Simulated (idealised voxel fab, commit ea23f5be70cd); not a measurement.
process module | voxel lift off
cross-section cut | 245 nm wide | cells 5 nm
A cross-section is a grid of square cells, given in bands from the top down. A band is one or more rows of cells.
Each band's line starts with the height of the band's top and of its bottom, in nm. Then come its materials from left to right, each with its width in nm. One material with "throughout" fills the band from edge to edge. "air" is empty space.
Height 0 is the level under which the wafer as received is all one material. The lowest band goes on downwards, as in "0 down".
A width such as "30 to 40" changes by the same amount from each row of cells to the next, from the band's top row to its bottom row.
"no change" after a step means that no cell of the cross-section changed.
closed voids: empty space of 8 cells or more with no open way to the top, each as width x height at its distance from the left edge, in nm
after a step's settings: what the simulator itself notes on the step
overlay nm, on a step with a mask: how far to the right of its planned place the mask lay; to the left if negative
plan
1 op RECEIVE | material Si
2 op CONFORMAL_DEP | material Al2O3 | thk nm 5
3 op PATTERN | tone open | mask id LINES | material resist | width nm 25 | pitch nm 45 | thk nm 20 | overlay nm 0
4 op DIRECTIONAL_DEP | material Ru | thk nm 5
5 op STRIP | etch materials resist
6 op CONFORMAL_DEP | material SiO2 | thk nm 10
as received, after step 1
  0 down: Si throughout
  closed voids: none
a wafer at the end: this start, this plan, one mistake
  20 to 15: air 25 | SiO2 180 | air 40
  15 to 10: SiO2 throughout
  10 to 5: SiO2 35 | Ru 25 | SiO2 20 | Ru 25 | SiO2 20 | Ru 25 | SiO2 20 | Ru 25 | SiO2 50
  5 to 0: Al2O3 throughout
  0 down: Si throughout
  closed voids: none
what went wrong: step 3 ran as: op PATTERN | tone open | mask id LINES | material resist | width nm 25 | pitch nm 45 | thk nm 20 | overlay nm -5
